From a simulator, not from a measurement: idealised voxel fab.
Process module under the name voxel spacer lines
This is section cut - it's 270 nm across, gridded in 5 nm square cells.
Heads up, the way a cross-section reads in here is a grid of square cells, handed over as bands from the top down, with every band being one or more rows of cells. Heads up on the band format: heights come first, top then bottom, in nm. After that it's the materials left to right, each with its width in nm. A single material flagged "edge to edge" fills the whole band edge to edge, and "empty" means there's empty space there. Heights are measured from 0, the level below which the as-received wafer is all one material; the lowest band has no bottom and continues downward, written as in "z 0 and below". A width given as "30..40" starts at the first number in the band's top row and ends at the second number in its bottom row, shifting by an equal amount at every step from row to row. When a step is marked "identical to before", none of the cells in the cross-section changed during that step. In the "Enclosed voids" entry, you get each enclosed empty space of 8 cells or more, one with no open way to the top, written width x height at distance, distance from the left edge, in nm. Where a step's line continues beyond its settings, the continuation is a remark by the simulator itself on that step. Regarding "overlay nm": on a step with a mask, it is the distance the mask lay to the right of its planned place; a negative value places it to the left.
**Here's what the planned process steps look like**
1) RECEIVE: material Si
2) CONFORMAL_DEP: material SiO2, thk nm 10
3) DIRECTIONAL_DEP: material W, thk nm 15
4) DIRECTIONAL_DEP: material polySi, thk nm 30
5) PATTERN: tone cover, mask id MANDREL, material resist, width nm 25, pitch nm 80, thk nm 40, overlay nm 0
6) DIRECTIONAL_ETCH: etch materials polySi, depth nm 30
7) STRIP: etch materials resist
8) CONFORMAL_DEP: material SiN, thk nm 15
9) DIRECTIONAL_ETCH: etch materials SiN, depth nm 15
10) STRIP: etch materials polySi
11) DIRECTIONAL_ETCH: etch materials W, depth nm 15
12) STRIP: etch materials SiN
13) FILL_DEP: material SiO2, thk nm 10
14) CMP: height nm 25
**The first of two wafers, run as planned**
**As received (post step 1): cross-section**
	z 0 and below | Si edge to edge
	Enclosed voids: none
**Cross-sectional representation of the wafer at the conclusion of step 2**
	z 10 to 0 | SiO2 edge to edge
	For the remainder of the cross-section, below 0, there is no change.
**Cross-sectional representation of the wafer at the conclusion of step 3**
	z 25 to 10 | W edge to edge
	For the remainder of the cross-section, below 10, there is no change.
**Cross-sectional representation of the wafer at the conclusion of step 4**
	z 55 to 25 | polySi edge to edge
	For the remainder of the cross-section, below 25, there is no change.
**Cross-sectional representation of the wafer at the conclusion of step 5**
	z 95 to 55 | 80 empty, then 25 resist, then 55 empty, then 25 resist, then 85 empty
	For the remainder of the cross-section, below 55, there is no change.
**Cross-sectional representation of the wafer at the conclusion of step 6**
	z 95 to 55 | 80 empty, then 25 resist, then 55 empty, then 25 resist, then 85 empty
	z 55 to 25 | 80 empty, then 25 polySi, then 55 empty, then 25 polySi, then 85 empty
	For the remainder of the cross-section, below 25, there is no change.
**Cross-sectional representation of the wafer at the conclusion of step 7**
	z 55 to 25 | 80 empty, then 25 polySi, then 55 empty, then 25 polySi, then 85 empty
	For the remainder of the cross-section, below 25, there is no change.
**Cross-sectional representation of the wafer at the conclusion of step 8**
	z 70 to 55 | 65 empty, then 55 SiN, then 25 empty, then 55 SiN, then 70 empty
	z 55 to 40 | 65 empty, then 15 SiN, then 25 polySi, then 15 SiN, then 25 empty, then 15 SiN, then 25 polySi, then 15 SiN, then 70 empty
	z 40 to 25 | 80 SiN, then 25 polySi, then 55 SiN, then 25 polySi, then 85 SiN
	For the remainder of the cross-section, below 25, there is no change.
**Cross-sectional representation of the wafer at the conclusion of step 9**
	z 55 to 25 | 65 empty, then 15 SiN, then 25 polySi, then 15 SiN, then 25 empty, then 15 SiN, then 25 polySi, then 15 SiN, then 70 empty
	For the remainder of the cross-section, below 25, there is no change.
**Cross-sectional representation of the wafer at the conclusion of step 10**
	z 55 to 25 | 65 empty, then 15 SiN, then 25 empty, then 15 SiN, then 25 empty, then 15 SiN, then 25 empty, then 15 SiN, then 70 empty
	For the remainder of the cross-section, below 25, there is no change.
**Cross-sectional representation of the wafer at the conclusion of step 11**
	z 55 to 25 | 65 empty, then 15 SiN, then 25 empty, then 15 SiN, then 25 empty, then 15 SiN, then 25 empty, then 15 SiN, then 70 empty
	z 25 to 10 | 65 empty, then 15 W, then 25 empty, then 15 W, then 25 empty, then 15 W, then 25 empty, then 15 W, then 70 empty
	For the remainder of the cross-section, below 10, there is no change.
**Cross-sectional representation of the wafer at the conclusion of step 12**
	z 25 to 10 | 65 empty, then 15 W, then 25 empty, then 15 W, then 25 empty, then 15 W, then 25 empty, then 15 W, then 70 empty
	For the remainder of the cross-section, below 10, there is no change.
**Cross-sectional representation of the wafer at the conclusion of step 13**
	z 35 to 25 | SiO2 edge to edge
	z 25 to 10 | 65 SiO2, then 15 W, then 25 SiO2, then 15 W, then 25 SiO2, then 15 W, then 25 SiO2, then 15 W, then 70 SiO2
	For the remainder of the cross-section, below 10, there is no change.
**Cross-sectional representation of the wafer at the conclusion of step 14**
	z 25 to 10 | 65 SiO2, then 15 W, then 25 SiO2, then 15 W, then 25 SiO2, then 15 W, then 25 SiO2, then 15 W, then 70 SiO2
	For the remainder of the cross-section, below 10, there is no change.
**Second of two: same start, same plan, one run error; steps up to and including 1 match the first**
Second wafer cross-section, taken as of the time the plan sets for step 2 to be done: identical to before
**Second wafer cross-section, taken as of the time the plan sets for step 3 to be done**
	z 15 to 0 | W edge to edge
	For the remainder of the cross-section, below 0, there is no change.
**Second wafer cross-section, taken as of the time the plan sets for step 4 to be done**
	z 45 to 15 | polySi edge to edge
	For the remainder of the cross-section, below 15, there is no change.
**Second wafer cross-section, taken as of the time the plan sets for step 5 to be done**
	z 85 to 45 | 80 empty, then 25 resist, then 55 empty, then 25 resist, then 85 empty
	For the remainder of the cross-section, below 45, there is no change.
**Second wafer cross-section, taken as of the time the plan sets for step 6 to be done**
	z 85 to 45 | 80 empty, then 25 resist, then 55 empty, then 25 resist, then 85 empty
	z 45 to 15 | 80 empty, then 25 polySi, then 55 empty, then 25 polySi, then 85 empty
	For the remainder of the cross-section, below 15, there is no change.
**Second wafer cross-section, taken as of the time the plan sets for step 7 to be done**
	z 45 to 15 | 80 empty, then 25 polySi, then 55 empty, then 25 polySi, then 85 empty
	For the remainder of the cross-section, below 15, there is no change.
**Second wafer cross-section, taken as of the time the plan sets for step 8 to be done**
	z 60 to 45 | 65 empty, then 55 SiN, then 25 empty, then 55 SiN, then 70 empty
	z 45 to 30 | 65 empty, then 15 SiN, then 25 polySi, then 15 SiN, then 25 empty, then 15 SiN, then 25 polySi, then 15 SiN, then 70 empty
	z 30 to 15 | 80 SiN, then 25 polySi, then 55 SiN, then 25 polySi, then 85 SiN
	For the remainder of the cross-section, below 15, there is no change.
**Second wafer cross-section, taken as of the time the plan sets for step 9 to be done**
	z 45 to 15 | 65 empty, then 15 SiN, then 25 polySi, then 15 SiN, then 25 empty, then 15 SiN, then 25 polySi, then 15 SiN, then 70 empty
	For the remainder of the cross-section, below 15, there is no change.
**Second wafer cross-section, taken as of the time the plan sets for step 10 to be done**
	z 45 to 15 | 65 empty, then 15 SiN, then 25 empty, then 15 SiN, then 25 empty, then 15 SiN, then 25 empty, then 15 SiN, then 70 empty
	For the remainder of the cross-section, below 15, there is no change.
**Second wafer cross-section, taken as of the time the plan sets for step 11 to be done**
	z 45 to 15 | 65 empty, then 15 SiN, then 25 empty, then 15 SiN, then 25 empty, then 15 SiN, then 25 empty, then 15 SiN, then 70 empty
	z 15 to 0 | 65 empty, then 15 W, then 25 empty, then 15 W, then 25 empty, then 15 W, then 25 empty, then 15 W, then 70 empty
	For the remainder of the cross-section, below 0, there is no change.
**Second wafer cross-section, taken as of the time the plan sets for step 12 to be done**
	z 15 to 0 | 65 empty, then 15 W, then 25 empty, then 15 W, then 25 empty, then 15 W, then 25 empty, then 15 W, then 70 empty
	For the remainder of the cross-section, below 0, there is no change.
**Second wafer cross-section, taken as of the time the plan sets for step 13 to be done**
	z 25 to 15 | SiO2 edge to edge
	z 15 to 0 | 65 SiO2, then 15 W, then 25 SiO2, then 15 W, then 25 SiO2, then 15 W, then 25 SiO2, then 15 W, then 70 SiO2
	For the remainder of the cross-section, below 0, there is no change.
Second wafer cross-section, taken as of the time the plan sets for step 14 to be done: identical to before
Finding, execution versus plan: step 2 was dropped from the plan's execution and never run
Final wafers compared: equal cell tally per material, rearranged layout.
